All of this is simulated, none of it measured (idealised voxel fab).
Process module under the name voxel transistor to metal
Shown is cross-section cut, with a width of 210 nm and square cells of size 5 nm.
Each cross-section below is a grid of square cells, stated as bands in top-down order, with one or more rows of cells making up each band.
Per band: top height and bottom height in nm, followed by the left-to-right materials and their widths in nm; "full width" marks a single material spanning edge to edge, "empty" marks empty space.
Where do heights start? At 0: under that level the wafer as delivered is made of one material only. And the lowest band has no floor; it just carries on downward, as in "0 nm and below".
Per-row width for "30->40": begins at first number (top row of band), ends at second number (bottom row), increment between rows held constant.
Key: "nothing changed" - step with no changed cell in the cross-section.
Basically, "Internal closed voids" tells you about the enclosed voids: empty spaces with no open way to the top, 8 cells or bigger, each written width x height at distance, where distance is from the left edge, all in nm.
Read whatever lies past the settings on a step's line as the simulator's own remark about the step.
On any step carrying a mask, the "overlay nm" setting, if present on the step's line, tells how far right of its planned place the mask lay; negative values point to the left.

[Set out below are the planned steps of the process]
step 1: op RECEIVE | material Si
step 2: op CONFORMAL_DEP | material SiO2 | thk nm 5
step 3: op CONFORMAL_DEP | material SiN | thk nm 10
step 4: op DIRECTIONAL_DEP | material aC | thk nm 10
step 5: op PATTERN | tone cover | mask id ACTIVE | material resist | width nm 105 | thk nm 25 | overlay nm 0
step 6: op DIRECTIONAL_ETCH | etch materials aC | depth nm 10
step 7: op STRIP | etch materials resist
step 8: op DIRECTIONAL_ETCH | etch materials SiN | depth nm 10
step 9: op DIRECTIONAL_ETCH | etch materials SiO2 | depth nm 5
step 10: op DIRECTIONAL_ETCH | etch materials Si | depth nm 30
step 11: op STRIP | etch materials aC
step 12: op FILL_DEP | material SiO2 | thk nm 15
step 13: op CMP | height nm 15
step 14: op SELECTIVE_ETCH | etch materials SiO2 | depth nm 5
step 15: op STRIP | etch materials SiN
step 16: op SELECTIVE_ETCH | etch materials SiO2 | depth nm 5
step 17: op OXIDIZE | depth nm 5
step 18: op DIRECTIONAL_DEP | material polySi | thk nm 20
step 19: op DIRECTIONAL_DEP | material SiCN | thk nm 10
step 20: op DIRECTIONAL_DEP | material aC | thk nm 10
step 21: op PATTERN | tone cover | mask id GATE | material resist | width nm 15 | thk nm 30 | overlay nm 0
step 22: op DIRECTIONAL_ETCH | etch materials aC | depth nm 10
step 23: op STRIP | etch materials resist
step 24: op DIRECTIONAL_ETCH | etch materials SiCN | depth nm 20
step 25: op DIRECTIONAL_ETCH | etch materials polySi | depth nm 30
step 26: op STRIP | etch materials aC
step 27: op CONFORMAL_DEP | material SiN | thk nm 5
step 28: op DIRECTIONAL_ETCH | etch materials SiN | depth nm 5
step 29: op DIRECTIONAL_ETCH | etch materials SiO2 | depth nm 5
step 30: op EPI | material pSi | thk nm 5
step 31: op FILL_DEP | material SiO2 | thk nm 10
step 32: op CMP | height nm 30
step 33: op DIRECTIONAL_DEP | material SiO2 | thk nm 15
step 34: op PATTERN | tone open | mask id CONTACT | material resist | width nm 30 | pitch nm 55 | thk nm 20 | overlay nm 0
step 35: op DIRECTIONAL_ETCH | etch materials SiO2 | depth nm 45
step 36: op STRIP | etch materials resist
step 37: op CONFORMAL_DEP | material TiN | thk nm 5
step 38: op FILL_DEP | material W | thk nm 5
step 39: op CMP | height nm 45
step 40: op DIRECTIONAL_DEP | material TiN | thk nm 5
step 41: op DIRECTIONAL_DEP | material W | thk nm 25
step 42: op DIRECTIONAL_DEP | material aC | thk nm 15
step 43: op PATTERN | tone cover | mask id METAL_1 | material resist | width nm 15 | pitch nm 70 | thk nm 35 | overlay nm 0
step 44: op DIRECTIONAL_ETCH | etch materials aC | depth nm 15
step 45: op STRIP | etch materials resist
step 46: op DIRECTIONAL_ETCH | etch materials W | depth nm 25
step 47: op DIRECTIONAL_ETCH | etch materials TiN | depth nm 5
step 48: op STRIP | etch materials aC
step 49: op FILL_DEP | material SiO2 | thk nm 10
step 50: op CMP | height nm 75
step 51: op CONFORMAL_DEP | material SiN | thk nm 5

[This is the cross-section of the wafer as we received it, i.e. after step 1]
> 0 nm and below  Si full width
> Internal closed voids: none

[The first of two wafers, cross-sectioned at the end of the module, with the run proceeding as planned]
> 80 nm to 75 nm  SiN full width
> 75 nm to 50 nm  SiO2 60 nm; W 15 nm; SiO2 55 nm; W 15 nm; SiO2 65 nm
> 50 nm to 45 nm  SiO2 60 nm; TiN 15 nm; SiO2 55 nm; TiN 15 nm; SiO2 65 nm
> 45 nm to 30 nm  SiO2 60 nm; TiN 5 nm; W 20 nm; TiN 5 nm; SiO2 25 nm; TiN 5 nm; W 20 nm; TiN 5 nm; SiO2 65 nm
> 30 nm to 20 nm  SiO2 60 nm; TiN 5 nm; W 20 nm; TiN 5 nm; SiN 5 nm; SiCN 15 nm; SiN 5 nm; TiN 5 nm; W 20 nm; TiN 5 nm; SiO2 65 nm
> 20 nm to 5 nm  SiO2 60 nm; TiN 5 nm; W 20 nm; TiN 5 nm; SiN 5 nm; polySi 15 nm; SiN 5 nm; TiN 5 nm; W 20 nm; TiN 5 nm; SiO2 65 nm
> 5 nm to 0 nm  SiO2 45 nm; SiN 5 nm; SiO2 10 nm; TiN 30 nm; SiN 5 nm; polySi 15 nm; SiN 5 nm; TiN 30 nm; SiO2 10 nm; SiN 5 nm; SiO2 50 nm
> 0 nm to -5 nm  SiO2 50 nm; pSi 40 nm; SiO2 25 nm; pSi 40 nm; SiO2 55 nm
> -5 nm to -30 nm  SiO2 50 nm; Si 105 nm; SiO2 55 nm
> -30 nm and below  Si full width
> Internal closed voids: none

[Second wafer of the two, sectioned at the end of the module. It began like the first and followed the same plan, but one mistake was made while running it]
> 80 nm to 75 nm  SiN full width
> 75 nm to 50 nm  SiO2 60 nm; W 15 nm; SiO2 55 nm; W 15 nm; SiO2 65 nm
> 50 nm to 45 nm  SiO2 60 nm; TiN 15 nm; SiO2 55 nm; TiN 15 nm; SiO2 65 nm
> 45 nm to 30 nm  SiO2 60 nm; TiN 5 nm; W 20 nm; TiN 5 nm; SiO2 25 nm; TiN 5 nm; W 20 nm; TiN 5 nm; SiO2 65 nm
> 30 nm to 20 nm  SiO2 60 nm; TiN 5 nm; W 20 nm; TiN 5 nm; SiN 5 nm; SiCN 15 nm; SiN 5 nm; TiN 5 nm; W 20 nm; TiN 5 nm; SiO2 65 nm
> 20 nm to 5 nm  SiO2 60 nm; TiN 5 nm; W 20 nm; TiN 5 nm; SiN 5 nm; polySi 15 nm; SiN 5 nm; TiN 5 nm; W 20 nm; TiN 5 nm; SiO2 65 nm
> 5 nm to 0 nm  SiO2 45 nm; SiN 5 nm; SiO2 10 nm; TiN 30 nm; SiN 5 nm; polySi 15 nm; SiN 5 nm; TiN 30 nm; SiO2 10 nm; SiN 5 nm; SiO2 50 nm
> 0 nm to -5 nm  SiO2 50 nm; pSi 40 nm; SiO2 25 nm; pSi 40 nm; SiO2 55 nm
> -5 nm to -60 nm  SiO2 50 nm; Si 105 nm; SiO2 55 nm
> -60 nm and below  Si full width
> Internal closed voids: none
Error vs. plan: twice, step 10 of the plan was run
End check, counted in cells, second wafer has more or fewer of these materials than the first: Si -126, SiO2 +126
